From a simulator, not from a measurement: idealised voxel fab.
Process module under the name voxel ribs on slabs
Square cells of 5 nm make up the cross-section cut, whose width is 245 nm.
Notation: cross-section as square-cell grid; stated in bands, top first, going down; one or more cell rows per band. Heights first: top, then bottom, in nm. Then materials, left to right, each with a width in nm. "full width" on a single material: fills the band edge to edge. "empty": empty space. Height reference: 0 = level under which incoming wafer is all one material. Lowest band: no bottom, runs on downward, e.g. "top 0, no bottom". Top row gets the first number, bottom row gets the second, and each row in between changes by the same step: that is how a band width like "30..40" works. When a step is marked "remains unaltered", none of the cells in the cross-section changed during that step. Under "Unvented internal voids" you'll find the enclosed gaps, the ones with no way out to the top, that are 8 cells or bigger; each reads width x height at distance, with distance counted from the left edge, everything in nm. Step line, after settings: the simulator's comment on this step. The optional step-line setting "overlay nm" applies to steps with a mask and quantifies how far to the right of its planned location the mask lay, a negative value indicating leftward placement.

## Process steps - plan
1) RECEIVE, material Si
2) DIRECTIONAL_DEP, material SiO2, thk nm 25
3) DIRECTIONAL_DEP, material SiN, thk nm 25
4) DIRECTIONAL_DEP, material aC, thk nm 15
5) PATTERN, tone cover, mask id RIB, material resist, width nm 15, thk nm 30, overlay nm 0
6) DIRECTIONAL_ETCH, etch materials aC, depth nm 15
7) STRIP, etch materials resist
8) DIRECTIONAL_ETCH, etch materials SiN, depth nm 5
9) STRIP, etch materials aC
10) MASKED_ETCH, tone cover, mask id SLAB, width nm 55, etch materials SiN, depth nm 20, overlay nm 0
11) FILL_DEP, material SiO2, thk nm 20
12) CMP, height nm 65
13) DIRECTIONAL_DEP, material TiN, thk nm 10
14) PATTERN, tone cover, mask id HEATER, material resist, width nm 25, thk nm 15, overlay nm 0
15) DIRECTIONAL_ETCH, etch materials TiN, depth nm 10
16) STRIP, etch materials resist
17) CONFORMAL_DEP, material SiN, thk nm 10

## First of two wafers - as planned

## Here's what the wafer looked like in cross-section when it arrived - that's after step 1
	top 0, no bottom = Si full width
	Unvented internal voids: none

## The wafer, seen in cross-section, after step 2
	top 25, bottom 0 = SiO2 full width
	Unchanged below 0.

## The wafer, seen in cross-section, after step 3
	top 50, bottom 25 = SiN full width
	Unchanged below 25.

## The wafer, seen in cross-section, after step 4
	top 65, bottom 50 = aC full width
	Unchanged below 50.

## The wafer, seen in cross-section, after step 5
	top 95, bottom 65 = 115 nm empty; 15 nm resist; 115 nm empty
	Unchanged below 65.

## The wafer, seen in cross-section, after step 6
	top 80, bottom 65 = 115 nm empty; 15 nm resist; 115 nm empty
	top 65, bottom 50 = 115 nm empty; 15 nm aC; 115 nm empty
	Unchanged below 50.

## The wafer, seen in cross-section, after step 7
	top 65, bottom 50 = 115 nm empty; 15 nm aC; 115 nm empty
	Unchanged below 50.

## The wafer, seen in cross-section, after step 8
	top 65, bottom 50 = 115 nm empty; 15 nm aC; 115 nm empty
	top 50, bottom 45 = 115 nm empty; 15 nm SiN; 115 nm empty
	Unchanged below 45.

## The wafer, seen in cross-section, after step 9
	top 50, bottom 45 = 115 nm empty; 15 nm SiN; 115 nm empty
	Unchanged below 45.

## The wafer, seen in cross-section, after step 10
	top 50, bottom 45 = 115 nm empty; 15 nm SiN; 115 nm empty
	top 45, bottom 25 = 95 nm empty; 55 nm SiN; 95 nm empty
	Unchanged below 25.

## The wafer, seen in cross-section, after step 11
	top 70, bottom 50 = SiO2 full width
	top 50, bottom 45 = 115 nm SiO2; 15 nm SiN; 115 nm SiO2
	top 45, bottom 25 = 95 nm SiO2; 55 nm SiN; 95 nm SiO2
	Unchanged below 25.

## The wafer, seen in cross-section, after step 12
	top 65, bottom 50 = SiO2 full width
	Unchanged below 50.

## The wafer, seen in cross-section, after step 13
	top 75, bottom 65 = TiN full width
	Unchanged below 65.

## The wafer, seen in cross-section, after step 14
	top 90, bottom 75 = 110 nm empty; 25 nm resist; 110 nm empty
	Unchanged below 75.

## The wafer, seen in cross-section, after step 15
	top 90, bottom 75 = 110 nm empty; 25 nm resist; 110 nm empty
	top 75, bottom 65 = 110 nm empty; 25 nm TiN; 110 nm empty
	Unchanged below 65.

## The wafer, seen in cross-section, after step 16
	top 75, bottom 65 = 110 nm empty; 25 nm TiN; 110 nm empty
	Unchanged below 65.

## The wafer, seen in cross-section, after step 17
	top 85, bottom 75 = 100 nm empty; 45 nm SiN; 100 nm empty
	top 75, bottom 65 = 110 nm SiN; 25 nm TiN; 110 nm SiN
	Unchanged below 65.

## It is to be noted that the second wafer proceeded from the same initial state and according to the same plan as the first, although one mistake was committed in its execution; through step 9, inclusive, the two wafers share an identical history

## Second wafer, cross-section, planned end of step 10
	top 50, bottom 45 = 115 nm empty; 15 nm SiN; 115 nm empty
	top 45, bottom 30 = 95 nm empty; 55 nm SiN; 95 nm empty
	Unchanged below 30.

## Second wafer, cross-section, planned end of step 11
	top 70, bottom 50 = SiO2 full width
	top 50, bottom 45 = 115 nm SiO2; 15 nm SiN; 115 nm SiO2
	top 45, bottom 30 = 95 nm SiO2; 55 nm SiN; 95 nm SiO2
	Unchanged below 30.

## Second wafer, cross-section, planned end of step 12
	top 65, bottom 50 = SiO2 full width
	Unchanged below 50.

## Second wafer, cross-section, planned end of step 13
	top 75, bottom 65 = TiN full width
	Unchanged below 65.

## Second wafer, cross-section, planned end of step 14
	top 90, bottom 75 = 110 nm empty; 25 nm resist; 110 nm empty
	Unchanged below 75.

## Second wafer, cross-section, planned end of step 15
	top 90, bottom 75 = 110 nm empty; 25 nm resist; 110 nm empty
	top 75, bottom 65 = 110 nm empty; 25 nm TiN; 110 nm empty
	Unchanged below 65.

## Second wafer, cross-section, planned end of step 16
	top 75, bottom 65 = 110 nm empty; 25 nm TiN; 110 nm empty
	Unchanged below 65.

## Second wafer, cross-section, planned end of step 17
	top 85, bottom 75 = 100 nm empty; 45 nm SiN; 100 nm empty
	top 75, bottom 65 = 110 nm SiN; 25 nm TiN; 110 nm SiN
	Unchanged below 65.
Deviation from plan: step 10 was not run as planned; what actually ran was MASKED_ETCH, tone cover, mask id SLAB, width nm 55, etch materials SiN, depth nm 15, overlay nm 0
Counted in cells at the end, the second wafer holds more or fewer of these materials than the first: +38 SiN | -38 SiO2
